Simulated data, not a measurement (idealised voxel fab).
The document below concerns the process module designated voxel transistor to metal.
Square cell edge 5 nm, section width 160 nm, ID cut.
How to read a cross-section here: the picture is a grid of square cells, written as bands going from the top down, and any band can span one or more rows of cells.
Top, bottom (nm), then materials left to right with widths (nm); lone material tagged "everywhere" fills the whole band edge to edge; "blank" = empty space.
Heights are expressed relative to 0, this being the level below which the as-received wafer comprises one material exclusively. The lowest band is unbounded in the downward direction and is denoted as in "z 0 and below".
The two numbers in a width such as "30..40" mark its ends across the band: the first belongs to the top row of cells, the second to the bottom row, and from each row to the next the width moves by the same amount.
"everything unchanged" (step): cross-section cells unchanged, all of them.
In "Voids, enclosed" the enclosed voids are listed, meaning empty spaces of 8 cells or larger without any opening to the top. The form is width x height at distance, distance from the left edge, units nm.
Where a step's line continues beyond its settings, the continuation is a remark by the simulator itself on that step.
overlay nm: where the mask lay relative to plan, measured to the right, on steps with a mask; negatives go left.
Quick note on how to read the rest: it's all pairs. You get the cross-section before a process step and the one after, but the after one only goes down as far as the lowest band that changed. The step in between, with its settings, sits under the pair. Heads up, the pairs can come from different runs of this module on the same starting wafer, so don't assume a pair picks up from the one above unless its "Pre-process" entry says it does.
Pre-process
- z 40 to 35 | TiN=40 / blank=5 / TiN=65 / blank=5 / TiN=45
- z 35 to 20 | SiO2=35 / TiN=5 / blank=5 / TiN=5 / SiO2=55 / TiN=5 / blank=5 / TiN=5 / SiO2=40
- z 20 to 15 | SiO2=35 / TiN=5 / blank=5 / TiN=5 / SiO2=5 / SiN=5 / HfO2=5 / TiN=5 / W=15 / TiN=5 / HfO2=5 / SiN=5 / SiO2=5 / TiN=5 / blank=5 / TiN=5 / SiO2=40
- z 15 to 10 | SiO2=35 / TiN=15 / SiO2=5 / SiN=5 / HfO2=5 / TiN=5 / W=15 / TiN=5 / HfO2=5 / SiN=5 / SiO2=5 / TiN=15 / SiO2=40
- z 10 to 5 | SiO2=35 / SiGe=20 / SiN=5 / HfO2=5 / TiN=5 / W=15 / TiN=5 / HfO2=5 / SiN=5 / SiGe=25 / SiO2=35
- z 5 to 0 | SiO2=35 / SiN=5 / SiGe=15 / SiN=5 / HfO2=5 / TiN=25 / HfO2=5 / SiN=5 / SiGe=20 / SiN=5 / SiO2=35
- z 0 to -5 | SiO2=40 / SiGe=15 / SiO2=5 / HfO2=35 / SiO2=5 / SiGe=20 / SiO2=40
- z -5 to -20 | SiO2=35 / Si=5 / SiGe=15 / Si=45 / SiGe=20 / Si=5 / SiO2=35
- z -20 and below | Si everywhere
- Voids, enclosed: none
Post-Step Geometry
- z 50 to 40 | Ru everywhere
- z 40 to 35 | TiN=40 / Ru=5 / TiN=65 / Ru=5 / TiN=45
- z 35 to 20 | SiO2=35 / TiN=5 / Ru=5 / TiN=5 / SiO2=55 / TiN=5 / Ru=5 / TiN=5 / SiO2=40
- z 20 to 15 | SiO2=35 / TiN=5 / Ru=5 / TiN=5 / SiO2=5 / SiN=5 / HfO2=5 / TiN=5 / W=15 / TiN=5 / HfO2=5 / SiN=5 / SiO2=5 / TiN=5 / Ru=5 / TiN=5 / SiO2=40
- Anything lower than 15 is untouched.
- Voids, enclosed: none
The transition between the preceding cross-sections is accomplished by op FILL_DEP | material Ru | thk nm 10
Pre-process: see the after view in the pair directly above.
Post-Step Geometry
- z 35 to 20 | SiO2=35 / TiN=5 / Ru=5 / TiN=5 / SiO2=55 / TiN=5 / Ru=5 / TiN=5 / SiO2=40
- Anything lower than 20 is untouched.
- Voids, enclosed: none
The transition between the preceding cross-sections is accomplished by op CMP | height nm 35
Pre-process: see the after view in the pair directly above.
Post-Step Geometry
- z 40 to 35 | TiN everywhere
- Anything lower than 35 is untouched.
- Voids, enclosed: none
The transition between the preceding cross-sections is accomplished by op DIRECTIONAL_DEP | material TiN | thk nm 5
Pre-process: see the after view in the pair directly above.
Post-Step Geometry
- z 65 to 40 | W everywhere
- Anything lower than 40 is untouched.
- Voids, enclosed: none
The transition between the preceding cross-sections is accomplished by op DIRECTIONAL_DEP | material W | thk nm 25
Pre-process: see the after view in the pair directly above.
Post-Step Geometry
- z 85 to 65 | blank=35 / resist=15 / blank=55 / resist=15 / blank=40
- Anything lower than 65 is untouched.
- Voids, enclosed: none
The transition between the preceding cross-sections is accomplished by op PATTERN | tone cover | mask id METAL_1 | material resist | width nm 15 | pitch nm 70 | thk nm 20 | overlay nm 0
Pre-process: see the after view in the pair directly above.
Post-Step Geometry
- z 85 to 65 | blank=35 / resist=15 / blank=55 / resist=15 / blank=40
- z 65 to 40 | blank=35 / W=15 / blank=55 / W=15 / blank=40
- Anything lower than 40 is untouched.
- Voids, enclosed: none
The transition between the preceding cross-sections is accomplished by op DIRECTIONAL_ETCH | etch materials W | depth nm 25
Pre-process: see the after view in the pair directly above.
Post-Step Geometry
- z 85 to 65 | blank=35 / resist=15 / blank=55 / resist=15 / blank=40
- z 65 to 40 | blank=35 / W=15 / blank=55 / W=15 / blank=40
- z 40 to 35 | blank=35 / TiN=15 / blank=55 / TiN=15 / blank=40
- Anything lower than 35 is untouched.
- Voids, enclosed: none
The transition between the preceding cross-sections is accomplished by op DIRECTIONAL_ETCH | etch materials TiN | depth nm 5
Pre-process: see the after view in the pair directly above.
Post-Step Geometry
- z 65 to 40 | blank=35 / W=15 / blank=55 / W=15 / blank=40
- Anything lower than 40 is untouched.
- Voids, enclosed: none
The transition between the preceding cross-sections is accomplished by op STRIP | etch materials resist
Pre-process: see the after view in the pair directly above.
Post-Step Geometry
- z 70 to 65 | SiO2 everywhere
- z 65 to 40 | SiO2=35 / W=15 / SiO2=55 / W=15 / SiO2=40
- z 40 to 35 | SiO2=35 / TiN=15 / SiO2=55 / TiN=15 / SiO2=40
- Anything lower than 35 is untouched.
- Voids, enclosed: none
The transition between the preceding cross-sections is accomplished by op FILL_DEP | material SiO2 | thk nm 5
Pre-process: see the after view in the pair directly above.
Post-Step Geometry
- z 65 to 40 | SiO2=35 / W=15 / SiO2=55 / W=15 / SiO2=40
- Anything lower than 40 is untouched.
- Voids, enclosed: none
The transition between the preceding cross-sections is accomplished by op CMP | height nm 65
Pre-process: see the after view in the pair directly above.
Post-Step Geometry
- z 70 to 65 | SiCN everywhere
- Anything lower than 65 is untouched.
- Voids, enclosed: none
The transition between the preceding cross-sections is accomplished by op CONFORMAL_DEP | material SiCN | thk nm 5
Pre-process: see the after view in the pair directly above.
Post-Step Geometry
- z 100 to 70 | SiO2 everywhere
- Anything lower than 70 is untouched.
- Voids, enclosed: none
The transition between the preceding cross-sections is accomplished by op DIRECTIONAL_DEP | material SiO2 | thk nm 30
Pre-process: see the after view in the pair directly above.
Post-Step Geometry
- z 120 to 100 | resist=35 / blank=15 / resist=55 / blank=15 / resist=40
- Anything lower than 100 is untouched.
- Voids, enclosed: none
The transition between the preceding cross-sections is accomplished by op PATTERN | tone open | mask id METAL_2 | material resist | width nm 15 | pitch nm 70 | thk nm 20 | overlay nm 0
Pre-process: see the after view in the pair directly above.
Post-Step Geometry
- z 120 to 100 | resist=35 / blank=15 / resist=55 / blank=15 / resist=40
- z 100 to 80 | SiO2=35 / blank=15 / SiO2=55 / blank=15 / SiO2=40
- Anything lower than 80 is untouched.
- Voids, enclosed: none
The transition between the preceding cross-sections is accomplished by op DIRECTIONAL_ETCH | etch materials SiO2 | depth nm 20
Pre-process: see the after view in the pair directly above.
Post-Step Geometry
- z 100 to 80 | SiO2=35 / blank=15 / SiO2=55 / blank=15 / SiO2=40
- Anything lower than 80 is untouched.
- Voids, enclosed: none
The transition between the preceding cross-sections is accomplished by op STRIP | etch materials resist
Pre-process: see the after view in the pair directly above.
Post-Step Geometry
- z 100 to 70 | SiO2=35 / blank=15 / SiO2=55 / blank=15 / SiO2=40
- Anything lower than 70 is untouched.
- Voids, enclosed: none
The transition between the preceding cross-sections is accomplished by op MASKED_ETCH | tone open | mask id METAL_2_HOLES | width nm 15 | pitch nm 70 | etch materials SiO2 | depth nm 10 | overlay nm 0
Pre-process: see the after view in the pair directly above.
Post-Step Geometry
- z 100 to 70 | SiO2=35 / blank=15 / SiO2=55 / blank=15 / SiO2=40
- z 70 to 65 | SiCN=35 / blank=15 / SiCN=55 / blank=15 / SiCN=40
- Anything lower than 65 is untouched.
- Voids, enclosed: none
The transition between the preceding cross-sections is accomplished by op MASKED_ETCH | tone open | mask id METAL_2_HOLES | width nm 15 | pitch nm 70 | etch materials SiCN | depth nm 5 | overlay nm 0
Pre-process: see the after view in the pair directly above.
Post-Step Geometry
- z 105 to 100 | TiN=40 / blank=5 / TiN=65 / blank=5 / TiN=45
- z 100 to 70 | SiO2=35 / TiN=5 / blank=5 / TiN=5 / SiO2=55 / TiN=5 / blank=5 / TiN=5 / SiO2=40
- z 70 to 65 | SiCN=35 / TiN=15 / SiCN=55 / TiN=15 / SiCN=40
- Anything lower than 65 is untouched.
- Voids, enclosed: none
The transition between the preceding cross-sections is accomplished by op CONFORMAL_DEP | material TiN | thk nm 5
Pre-process: see the after view in the pair directly above.
Post-Step Geometry
- z 110 to 105 | Ru everywhere
- z 105 to 100 | TiN=40 / Ru=5 / TiN=65 / Ru=5 / TiN=45
- z 100 to 70 | SiO2=35 / TiN=5 / Ru=5 / TiN=5 / SiO2=55 / TiN=5 / Ru=5 / TiN=5 / SiO2=40
- Anything lower than 70 is untouched.
- Voids, enclosed: none
The transition between the preceding cross-sections is accomplished by op FILL_DEP | material Ru | thk nm 5
Pre-process: see the after view in the pair directly above.
Post-Step Geometry
- z 100 to 70 | SiO2=35 / TiN=5 / Ru=5 / TiN=5 / SiO2=55 / TiN=5 / Ru=5 / TiN=5 / SiO2=40
- Anything lower than 70 is untouched.
- Voids, enclosed: none
The transition between the preceding cross-sections is accomplished by op CMP | height nm 100
Pre-process: see the after view in the pair directly above.
Post-Step Geometry
- z 105 to 100 | SiCN everywhere
- Anything lower than 100 is untouched.
- Voids, enclosed: none
The transition between the preceding cross-sections is accomplished by op CONFORMAL_DEP | material SiCN | thk nm 5
Pre-process
- z 100 to 70 | SiO2 everywhere
- z 70 to 65 | SiCN everywhere
- z 65 to 40 | SiO2=35 / W=15 / SiO2=55 / W=15 / SiO2=40
- z 40 to 35 | SiO2=35 / TiN=15 / SiO2=55 / TiN=15 / SiO2=40
- z 35 to 20 | SiO2=35 / TiN=5 / Ru=5 / TiN=5 / SiO2=55 / TiN=5 / Ru=5 / TiN=5 / SiO2=40
- z 20 to 15 | SiO2=35 / TiN=5 / Ru=5 / TiN=5 / SiO2=5 / SiN=5 / HfO2=5 / TiN=5 / W=15 / TiN=5 / HfO2=5 / SiN=5 / SiO2=5 / TiN=5 / Ru=5 / TiN=5 / SiO2=40
- z 15 to 10 | SiO2=35 / TiN=15 / SiO2=5 / SiN=5 / HfO2=5 / TiN=5 / W=15 / TiN=5 / HfO2=5 / SiN=5 / SiO2=5 / TiN=15 / SiO2=40
- z 10 to 5 | SiO2=30 / SiGe=25 / SiN=5 / HfO2=5 / TiN=5 / W=15 / TiN=5 / HfO2=5 / SiN=5 / SiGe=25 / SiO2=35
- z 5 to 0 | SiO2=30 / SiN=5 / SiGe=20 / SiN=5 / HfO2=5 / TiN=25 / HfO2=5 / SiN=5 / SiGe=20 / SiN=5 / SiO2=35
- z 0 to -5 | SiO2=35 / SiGe=20 / SiO2=5 / HfO2=35 / SiO2=5 / SiGe=20 / SiO2=40
- z -5 to -20 | SiO2=30 / Si=5 / SiGe=20 / Si=45 / SiGe=20 / Si=5 / SiO2=35
- z -20 and below | Si everywhere
- Voids, enclosed: none
Post-Step Geometry
- z 120 to 100 | resist=30 / blank=15 / resist=55 / blank=15 / resist=45
- Anything lower than 100 is untouched.
- Voids, enclosed: none
The transition between the preceding cross-sections is accomplished by op PATTERN | tone open | mask id METAL_2 | material resist | width nm 15 | pitch nm 70 | thk nm 20 | overlay nm -5
Pre-process: see the after view in the pair directly above.
Post-Step Geometry
- z 120 to 100 | resist=30 / blank=15 / resist=55 / blank=15 / resist=45
- z 100 to 80 | SiO2=30 / blank=15 / SiO2=55 / blank=15 / SiO2=45
- Anything lower than 80 is untouched.
- Voids, enclosed: none
The transition between the preceding cross-sections is accomplished by op DIRECTIONAL_ETCH | etch materials SiO2 | depth nm 20
Pre-process: see the after view in the pair directly above.
Post-Step Geometry
- z 100 to 80 | SiO2=30 / blank=15 / SiO2=55 / blank=15 / SiO2=45
- Anything lower than 80 is untouched.
- Voids, enclosed: none
The transition between the preceding cross-sections is accomplished by op STRIP | etch materials resist
Pre-process: see the after view in the pair directly above.
Post-Step Geometry
- z 100 to 90 | SiO2=30 / blank=20 / SiO2=50 / blank=20 / SiO2=40
- z 90 to 80 | SiO2=30 / blank=15 / SiO2=55 / blank=15 / SiO2=45
- z 80 to 70 | SiO2=35 / blank=10 / SiO2=60 / blank=10 / SiO2=45
- Anything lower than 70 is untouched.
- Voids, enclosed: none
The transition between the preceding cross-sections is accomplished by op MASKED_ETCH | tone open | mask id METAL_2_HOLES | width nm 15 | pitch nm 70 | etch materials SiO2 | depth nm 10 | overlay nm 0
Pre-process: see the after view in the pair directly above.
Post-Step Geometry
- z 100 to 90 | SiO2=30 / blank=20 / SiO2=50 / blank=20 / SiO2=40
- z 90 to 80 | SiO2=30 / blank=15 / SiO2=55 / blank=15 / SiO2=45
- z 80 to 70 | SiO2=35 / blank=10 / SiO2=60 / blank=10 / SiO2=45
- z 70 to 65 | SiCN=35 / blank=10 / SiCN=60 / blank=10 / SiCN=45
- Anything lower than 65 is untouched.
- Voids, enclosed: none
The transition between the preceding cross-sections is accomplished by op MASKED_ETCH | tone open | mask id METAL_2_HOLES | width nm 15 | pitch nm 70 | etch materials SiCN | depth nm 5 | overlay nm 0
Pre-process: see the after view in the pair directly above.
Post-Step Geometry
- z 105 to 100 | TiN=35 / blank=10 / TiN=60 / blank=10 / TiN=45
- z 100 to 90 | SiO2=30 / TiN=5 / blank=10..5 / TiN=5..10 / SiO2=50 / TiN=5 / blank=10..5 / TiN=5..10 / SiO2=40
- z 90 to 85 | SiO2=30 / TiN=5 / blank=5 / TiN=5 / SiO2=55 / TiN=5 / blank=5 / TiN=5 / SiO2=45
- z 85 to 80 | SiO2=30 / TiN=15 / SiO2=55 / TiN=15 / SiO2=45
- z 80 to 70 | SiO2=35 / TiN=10 / SiO2=60 / TiN=10 / SiO2=45
- z 70 to 65 | SiCN=35 / TiN=10 / SiCN=60 / TiN=10 / SiCN=45
- Anything lower than 65 is untouched.
- Voids, enclosed: none
The transition between the preceding cross-sections is accomplished by op CONFORMAL_DEP | material TiN | thk nm 5
Pre-process: see the after view in the pair directly above.
Post-Step Geometry
- z 110 to 105 | Ru everywhere
- z 105 to 100 | TiN=35 / Ru=10 / TiN=60 / Ru=10 / TiN=45
- z 100 to 90 | SiO2=30 / TiN=5 / Ru=10..5 / TiN=5..10 / SiO2=50 / TiN=5 / Ru=10..5 / TiN=5..10 / SiO2=40
- z 90 to 85 | SiO2=30 / TiN=5 / Ru=5 / TiN=5 / SiO2=55 / TiN=5 / Ru=5 / TiN=5 / SiO2=45
- Anything lower than 85 is untouched.
- Voids, enclosed: none
The transition between the preceding cross-sections is accomplished by op FILL_DEP | material Ru | thk nm 5
Pre-process: see the after view in the pair directly above.
Post-Step Geometry
- z 100 to 90 | SiO2=30 / TiN=5 / Ru=10..5 / TiN=5..10 / SiO2=50 / TiN=5 / Ru=10..5 / TiN=5..10 / SiO2=40
- Anything lower than 90 is untouched.
- Voids, enclosed: none
The transition between the preceding cross-sections is accomplished by op CMP | height nm 100
Pre-process: see the after view in the pair directly above.
Post-Step Geometry
- z 105 to 100 | SiCN everywhere
- Anything lower than 100 is untouched.
- Voids, enclosed: none
The transition between the preceding cross-sections is accomplished by op CONFORMAL_DEP | material SiCN | thk nm 5
Pre-process
- z 100 to 70 | SiO2=35 / blank=15 / SiO2=55 / blank=15 / SiO2=40
- z 70 to 65 | SiCN=35 / blank=15 / SiCN=55 / blank=15 / SiCN=40
- z 65 to 40 | SiO2=35 / W=15 / SiO2=55 / W=15 / SiO2=40
- z 40 to 35 | SiO2=35 / TiN=15 / SiO2=55 / TiN=15 / SiO2=40
- z 35 to 20 | SiO2=35 / TiN=5 / Ru=5 / TiN=5 / SiO2=55 / TiN=5 / Ru=5 / TiN=5 / SiO2=40
- z 20 to 15 | SiO2=35 / TiN=5 / Ru=5 / TiN=5 / SiO2=5 / SiN=5 / HfO2=5 / TiN=5 / W=15 / TiN=5 / HfO2=5 / SiN=5 / SiO2=5 / TiN=5 / Ru=5 / TiN=5 / SiO2=40
- z 15 to 10 | SiO2=35 / TiN=15 / SiO2=5 / SiN=5 / HfO2=5 / TiN=5 / W=15 / TiN=5 / HfO2=5 / SiN=5 / SiO2=5 / TiN=15 / SiO2=40
- z 10 to 5 | SiO2=30 / SiGe=25 / SiN=5 / HfO2=5 / TiN=5 / W=15 / TiN=5 / HfO2=5 / SiN=5 / SiGe=25 / SiO2=35
- z 5 to 0 | SiO2=30 / SiN=5 / SiGe=20 / SiN=5 / HfO2=5 / TiN=25 / HfO2=5 / SiN=5 / SiGe=20 / SiN=5 / SiO2=35
- z 0 to -5 | SiO2=35 / SiGe=20 / SiO2=5 / HfO2=35 / SiO2=5 / SiGe=20 / SiO2=40
- z -5 to -20 | SiO2=30 / Si=5 / SiGe=20 / Si=45 / SiGe=20 / Si=5 / SiO2=35
- z -20 and below | Si everywhere
- Voids, enclosed: none
Post-Step Geometry
- z 105 to 100 | SiN=40 / blank=5 / SiN=65 / blank=5 / SiN=45
- z 100 to 70 | SiO2=35 / SiN=5 / blank=5 / SiN=5 / SiO2=55 / SiN=5 / blank=5 / SiN=5 / SiO2=40
- z 70 to 65 | SiCN=35 / SiN=15 / SiCN=55 / SiN=15 / SiCN=40
- Anything lower than 65 is untouched.
- Voids, enclosed: none
The transition between the preceding cross-sections is accomplished by op CONFORMAL_DEP | material SiN | thk nm 5
Pre-process: see the after view in the pair directly above.
Post-Step Geometry
- z 110 to 105 | Ru everywhere
- z 105 to 100 | SiN=40 / Ru=5 / SiN=65 / Ru=5 / SiN=45
- z 100 to 70 | SiO2=35 / SiN=5 / Ru=5 / SiN=5 / SiO2=55 / SiN=5 / Ru=5 / SiN=5 / SiO2=40
- Anything lower than 70 is untouched.
- Voids, enclosed: none
The transition between the preceding cross-sections is accomplished by op FILL_DEP | material Ru | thk nm 5
Pre-process: see the after view in the pair directly above.
Post-Step Geometry
- z 100 to 70 | SiO2=35 / SiN=5 / Ru=5 / SiN=5 / SiO2=55 / SiN=5 / Ru=5 / SiN=5 / SiO2=40
- Anything lower than 70 is untouched.
- Voids, enclosed: none
The transition between the preceding cross-sections is accomplished by op CMP | height nm 100
Pre-process: see the after view in the pair directly above.
Post-Step Geometry
- z 105 to 100 | SiCN everywhere
- Anything lower than 100 is untouched.
- Voids, enclosed: none
The transition between the preceding cross-sections is accomplished by op CONFORMAL_DEP | material SiCN | thk nm 5
Pre-process
- z 35 to 20 | SiO2 everywhere
- z 20 to 10 | SiO2=55 / SiN=5 / HfO2=5 / TiN=5 / W=15 / TiN=5 / HfO2=5 / SiN=5 / SiO2=60
- z 10 to 5 | SiO2=30 / SiGe=25 / SiN=5 / HfO2=5 / TiN=5 / W=15 / TiN=5 / HfO2=5 / SiN=5 / SiGe=25 / SiO2=35
- z 5 to 0 | SiO2=30 / SiN=5 / SiGe=20 / SiN=5 / HfO2=5 / TiN=25 / HfO2=5 / SiN=5 / SiGe=20 / SiN=5 / SiO2=35
- z 0 to -5 | SiO2=35 / SiGe=20 / SiO2=5 / HfO2=35 / SiO2=5 / SiGe=20 / SiO2=40
- z -5 to -20 | SiO2=30 / Si=5 / SiGe=20 / Si=45 / SiGe=20 / Si=5 / SiO2=35
- z -20 and below | Si everywhere
- Voids, enclosed: none
Post-Step Geometry
- z 55 to 35 | blank=35 / resist=15 / blank=55 / resist=15 / blank=40
- Anything lower than 35 is untouched.
- Voids, enclosed: none
The transition between the preceding cross-sections is accomplished by op PATTERN | tone cover | mask id CONTACT | material resist | width nm 15 | pitch nm 70 | thk nm 20 | overlay nm 0
Pre-process: see the after view in the pair directly above.
Post-Step Geometry
- z 55 to 35 | blank=35 / resist=15 / blank=55 / resist=15 / blank=40
- z 35 to 20 | blank=35 / SiO2=15 / blank=55 / SiO2=15 / blank=40
- z 20 to 10 | blank=35 / SiO2=15 / blank=5 / SiN=5 / HfO2=5 / TiN=5 / W=15 / TiN=5 / HfO2=5 / SiN=5 / blank=5 / SiO2=15 / blank=40
- Anything lower than 10 is untouched.
- Voids, enclosed: none
The transition between the preceding cross-sections is accomplished by op DIRECTIONAL_ETCH | etch materials SiO2 | depth nm 25
Pre-process: see the after view in the pair directly above.
Post-Step Geometry
- z 35 to 20 | blank=35 / SiO2=15 / blank=55 / SiO2=15 / blank=40
- Anything lower than 20 is untouched.
- Voids, enclosed: none
The transition between the preceding cross-sections is accomplished by op STRIP | etch materials resist
Pre-process: see the after view in the pair directly above.
Post-Step Geometry
- z 40 to 35 | blank=30 / TiN=25 / blank=45 / TiN=25 / blank=35
- z 35 to 25 | blank=30 / TiN=5 / SiO2=15 / TiN=5 / blank=45 / TiN=5 / SiO2=15 / TiN=5 / blank=35
- z 25 to 20 | blank=30 / TiN=5 / SiO2=15 / TiN=55 / SiO2=15 / TiN=5 / blank=35
- z 20 to 15 | blank=30 / TiN=5 / SiO2=15 / TiN=5 / SiN=5 / HfO2=5 / TiN=5 / W=15 / TiN=5 / HfO2=5 / SiN=5 / TiN=5 / SiO2=15 / TiN=5 / blank=35
- z 15 to 10 | TiN=35 / SiO2=15 / TiN=5 / SiN=5 / HfO2=5 / TiN=5 / W=15 / TiN=5 / HfO2=5 / SiN=5 / TiN=5 / SiO2=15 / TiN=40
- Anything lower than 10 is untouched.
- Voids, enclosed: none
The transition between the preceding cross-sections is accomplished by op CONFORMAL_DEP | material TiN | thk nm 5
Pre-process: see the after view in the pair directly above.
Post-Step Geometry
- z 50 to 40 | Ru everywhere
- z 40 to 35 | Ru=30 / TiN=25 / Ru=45 / TiN=25 / Ru=35
- z 35 to 25 | Ru=30 / TiN=5 / SiO2=15 / TiN=5 / Ru=45 / TiN=5 / SiO2=15 / TiN=5 / Ru=35
- z 25 to 20 | Ru=30 / TiN=5 / SiO2=15 / TiN=55 / SiO2=15 / TiN=5 / Ru=35
- z 20 to 15 | Ru=30 / TiN=5 / SiO2=15 / TiN=5 / SiN=5 / HfO2=5 / TiN=5 / W=15 / TiN=5 / HfO2=5 / SiN=5 / TiN=5 / SiO2=15 / TiN=5 / Ru=35
- Anything lower than 15 is untouched.
- Voids, enclosed: none
The transition between the preceding cross-sections is accomplished by op FILL_DEP | material Ru | thk nm 10
Pre-process: see the after view in the pair directly above.
Post-Step Geometry
- z 35 to 25 | Ru=30 / TiN=5 / SiO2=15 / TiN=5 / Ru=45 / TiN=5 / SiO2=15 / TiN=5 / Ru=35
- Anything lower than 25 is untouched.
- Voids, enclosed: none
The transition between the preceding cross-sections is accomplished by op CMP | height nm 35
Pre-process: see the after view in the pair directly above.
Post-Step Geometry
- z 40 to 35 | TiN everywhere
- Anything lower than 35 is untouched.
- Voids, enclosed: none
The transition between the preceding cross-sections is accomplished by op DIRECTIONAL_DEP | material TiN | thk nm 5
Pre-process: see the after view in the pair directly above.
Post-Step Geometry
- z 65 to 40 | W everywhere
- Anything lower than 40 is untouched.
- Voids, enclosed: none
The transition between the preceding cross-sections is accomplished by op DIRECTIONAL_DEP | material W | thk nm 25
Pre-process: see the after view in the pair directly above.
Post-Step Geometry
- z 85 to 65 | blank=35 / resist=15 / blank=55 / resist=15 / blank=40
- Anything lower than 65 is untouched.
- Voids, enclosed: none
The transition between the preceding cross-sections is accomplished by op PATTERN | tone cover | mask id METAL_1 | material resist | width nm 15 | pitch nm 70 | thk nm 20 | overlay nm 0
Pre-process: see the after view in the pair directly above.
Post-Step Geometry
- z 85 to 65 | blank=35 / resist=15 / blank=55 / resist=15 / blank=40
- z 65 to 40 | blank=35 / W=15 / blank=55 / W=15 / blank=40
- Anything lower than 40 is untouched.
- Voids, enclosed: none
The transition between the preceding cross-sections is accomplished by op DIRECTIONAL_ETCH | etch materials W | depth nm 25
Pre-process: see the after view in the pair directly above.
Post-Step Geometry
- z 85 to 65 | blank=35 / resist=15 / blank=55 / resist=15 / blank=40
- z 65 to 40 | blank=35 / W=15 / blank=55 / W=15 / blank=40
- z 40 to 35 | blank=35 / TiN=15 / blank=55 / TiN=15 / blank=40
- Anything lower than 35 is untouched.
- Voids, enclosed: none
The transition between the preceding cross-sections is accomplished by op DIRECTIONAL_ETCH | etch materials TiN | depth nm 5
Pre-process: see the after view in the pair directly above.
Post-Step Geometry
- z 65 to 40 | blank=35 / W=15 / blank=55 / W=15 / blank=40
- Anything lower than 40 is untouched.
- Voids, enclosed: none
The transition between the preceding cross-sections is accomplished by op STRIP | etch materials resist
Pre-process: see the after view in the pair directly above.
Post-Step Geometry
- z 70 to 65 | SiO2 everywhere
- z 65 to 40 | SiO2=35 / W=15 / SiO2=55 / W=15 / SiO2=40
- z 40 to 35 | SiO2=35 / TiN=15 / SiO2=55 / TiN=15 / SiO2=40
- Anything lower than 35 is untouched.
- Voids, enclosed: none
The transition between the preceding cross-sections is accomplished by op FILL_DEP | material SiO2 | thk nm 5
Pre-process: see the after view in the pair directly above.
Post-Step Geometry
- z 65 to 40 | SiO2=35 / W=15 / SiO2=55 / W=15 / SiO2=40
- Anything lower than 40 is untouched.
- Voids, enclosed: none
The transition between the preceding cross-sections is accomplished by op CMP | height nm 65
Pre-process: see the after view in the pair directly above.
Post-Step Geometry
- z 70 to 65 | SiCN everywhere
- Anything lower than 65 is untouched.
- Voids, enclosed: none
The transition between the preceding cross-sections is accomplished by op CONFORMAL_DEP | material SiCN | thk nm 5
Pre-process: see the after view in the pair directly above.
Post-Step Geometry
- z 100 to 70 | SiO2 everywhere
- Anything lower than 70 is untouched.
- Voids, enclosed: none
The transition between the preceding cross-sections is accomplished by op DIRECTIONAL_DEP | material SiO2 | thk nm 30
Pre-process: see the after view in the pair directly above.
Post-Step Geometry
- z 120 to 100 | resist=35 / blank=15 / resist=55 / blank=15 / resist=40
- Anything lower than 100 is untouched.
- Voids, enclosed: none
The transition between the preceding cross-sections is accomplished by op PATTERN | tone open | mask id METAL_2 | material resist | width nm 15 | pitch nm 70 | thk nm 20 | overlay nm 0
Pre-process: see the after view in the pair directly above.
Post-Step Geometry
- z 120 to 100 | resist=35 / blank=15 / resist=55 / blank=15 / resist=40
- z 100 to 80 | SiO2=35 / blank=15 / SiO2=55 / blank=15 / SiO2=40
- Anything lower than 80 is untouched.
- Voids, enclosed: none
The transition between the preceding cross-sections is accomplished by op DIRECTIONAL_ETCH | etch materials SiO2 | depth nm 20
Pre-process: see the after view in the pair directly above.
Post-Step Geometry
- z 100 to 80 | SiO2=35 / blank=15 / SiO2=55 / blank=15 / SiO2=40
- Anything lower than 80 is untouched.
- Voids, enclosed: none
The transition between the preceding cross-sections is accomplished by op STRIP | etch materials resist
Pre-process: see the after view in the pair directly above.
Post-Step Geometry
- z 100 to 70 | SiO2=35 / blank=15 / SiO2=55 / blank=15 / SiO2=40
- Anything lower than 70 is untouched.
- Voids, enclosed: none
The transition between the preceding cross-sections is accomplished by op MASKED_ETCH | tone open | mask id METAL_2_HOLES | width nm 15 | pitch nm 70 | etch materials SiO2 | depth nm 10 | overlay nm 0
Pre-process: see the after view in the pair directly above.
Post-Step Geometry
- z 100 to 70 | SiO2=35 / blank=15 / SiO2=55 / blank=15 / SiO2=40
- z 70 to 65 | SiCN=35 / blank=15 / SiCN=55 / blank=15 / SiCN=40
- Anything lower than 65 is untouched.
- Voids, enclosed: none
The transition between the preceding cross-sections is accomplished by op MASKED_ETCH | tone open | mask id METAL_2_HOLES | width nm 15 | pitch nm 70 | etch materials SiCN | depth nm 5 | overlay nm 0
Pre-process: see the after view in the pair directly above.
Post-Step Geometry
- z 105 to 100 | TiN=40 / blank=5 / TiN=65 / blank=5 / TiN=45
- z 100 to 70 | SiO2=35 / TiN=5 / blank=5 / TiN=5 / SiO2=55 / TiN=5 / blank=5 / TiN=5 / SiO2=40
- z 70 to 65 | SiCN=35 / TiN=15 / SiCN=55 / TiN=15 / SiCN=40
- Anything lower than 65 is untouched.
- Voids, enclosed: none
The transition between the preceding cross-sections is accomplished by op CONFORMAL_DEP | material TiN | thk nm 5
Pre-process: see the after view in the pair directly above.
Post-Step Geometry
- z 110 to 105 | Ru everywhere
- z 105 to 100 | TiN=40 / Ru=5 / TiN=65 / Ru=5 / TiN=45
- z 100 to 70 | SiO2=35 / TiN=5 / Ru=5 / TiN=5 / SiO2=55 / TiN=5 / Ru=5 / TiN=5 / SiO2=40
- Anything lower than 70 is untouched.
- Voids, enclosed: none
The transition between the preceding cross-sections is accomplished by op FILL_DEP | material Ru | thk nm 5
Pre-process: see the after view in the pair directly above.
Post-Step Geometry
- z 100 to 70 | SiO2=35 / TiN=5 / Ru=5 / TiN=5 / SiO2=55 / TiN=5 / Ru=5 / TiN=5 / SiO2=40
- Anything lower than 70 is untouched.
- Voids, enclosed: none
The transition between the preceding cross-sections is accomplished by op CMP | height nm 100
Pre-process: see the after view in the pair directly above.
Post-Step Geometry
- z 105 to 100 | SiCN everywhere
- Anything lower than 100 is untouched.
- Voids, enclosed: none
The transition between the preceding cross-sections is accomplished by op CONFORMAL_DEP | material SiCN | thk nm 5
